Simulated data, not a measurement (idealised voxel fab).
Process module under the name voxel quadruple lines
Pictured: cross-section cut, 245 nm wide, on a grid of 5 nm square cells.
How to read a cross-section here: the picture is a grid of square cells, written as bands going from the top down, and any band can span one or more rows of cells. Look at the band entry: it leads with the top's height and the bottom's height in nm. Then it lists the materials left to right, with a width in nm for each. The word "everywhere" on a single material says that material fills the band edge to edge. The word "empty" is empty space. A quick word on heights: they are counted from 0, and under that level the wafer as it came to us is one material throughout. The lowest band is different from the rest in having no bottom; it simply continues downward, written as in "0 and below". The notation "30->40" denotes a width that varies across the rows of cells in the band, beginning at the first number in the top row, finishing at the second number in the bottom row, and changing by an identical amount from each row to the next. Reading "no modifications" for a step: not a cell of the cross-section changed in it. Heads up: "Closed internal voids" only lists the empty pockets with no open path to the top that are 8 cells or more, and it writes them as width x height at distance, distance from the left edge, in nm. Heads up: the bit after the settings on a step's line is the simulator's remark on that step. overlay nm: step with mask; distance mask lay right of planned place; negative value = left of planned place.

### Process steps foreseen in the plan
step 1: RECEIVE, material Si
step 2: CONFORMAL_DEP, material Al2O3, thk nm 5
step 3: DIRECTIONAL_DEP, material Ru, thk nm 10
step 4: DIRECTIONAL_DEP, material polySi, thk nm 15
step 5: DIRECTIONAL_DEP, material aC, thk nm 25
step 6: PATTERN, tone cover, mask id MANDREL, material resist, width nm 35, pitch nm 100, thk nm 30, overlay nm -15
step 7: DIRECTIONAL_ETCH, etch materials aC, depth nm 25
step 8: STRIP, etch materials resist
step 9: CONFORMAL_DEP, material SiO2, thk nm 15
step 10: DIRECTIONAL_ETCH, etch materials SiO2, depth nm 15
step 11: STRIP, etch materials aC
step 12: DIRECTIONAL_ETCH, etch materials polySi, depth nm 15
step 13: STRIP, etch materials SiO2
step 14: CONFORMAL_DEP, material SiN, thk nm 10
step 15: DIRECTIONAL_ETCH, etch materials SiN, depth nm 10
step 16: STRIP, etch materials polySi
step 17: DIRECTIONAL_ETCH, etch materials Ru, depth nm 10
step 18: STRIP, etch materials SiN
step 19: FILL_DEP, material SiO2, thk nm 5
step 20: CMP, height nm 15
Be aware that, although all wafers share a common starting state, the overlay nm at step 6 differs among them, and the plan displays the first wafer's value.

### Here's the first of the wafers in cross-section, just as we got it, i.e. after step 1
> 0 and below | Si everywhere
> Closed internal voids: none

### Module finished, last step 20 done: cross-section of the first of several wafers
> 15 down to 5 | 15 SiO2, then 10 Ru, then 15 SiO2, then 10 Ru, then 15 SiO2, then 10 Ru, then 15 SiO2, then 10 Ru, then 15 SiO2, then 10 Ru, then 15 SiO2, then 10 Ru, then 15 SiO2, then 10 Ru, then 15 SiO2, then 10 Ru, then 45 SiO2
> 5 down to 0 | Al2O3 everywhere
> 0 and below | Si everywhere
> Closed internal voids: none

### Of the several wafers, the last: cross-section at the end of the module
> 15 down to 5 | 45 SiO2, then 10 Ru, then 15 SiO2, then 10 Ru, then 15 SiO2, then 10 Ru, then 15 SiO2, then 10 Ru, then 15 SiO2, then 10 Ru, then 15 SiO2, then 10 Ru, then 15 SiO2, then 10 Ru, then 15 SiO2, then 10 Ru, then 15 SiO2
> 5 down to 0 | Al2O3 everywhere
> 0 and below | Si everywhere
> Closed internal voids: none

### each wafer at the end: cells of each material gained (+) or lost (-) since it was received, then its closed voids
overlay nm -15; +49 Al2O3; +32 Ru; +66 SiO2; Closed internal voids: none
overlay nm -10; +49 Al2O3; +32 Ru; +66 SiO2; Closed internal voids: none
overlay nm -5; +49 Al2O3; +32 Ru; +66 SiO2; Closed internal voids: none
overlay nm 0; +49 Al2O3; +32 Ru; +66 SiO2; Closed internal voids: none
overlay nm 5; +49 Al2O3; +32 Ru; +66 SiO2; Closed internal voids: none
overlay nm 10; +49 Al2O3; +32 Ru; +66 SiO2; Closed internal voids: none
overlay nm 15; +49 Al2O3; +32 Ru; +66 SiO2; Closed internal voids: none
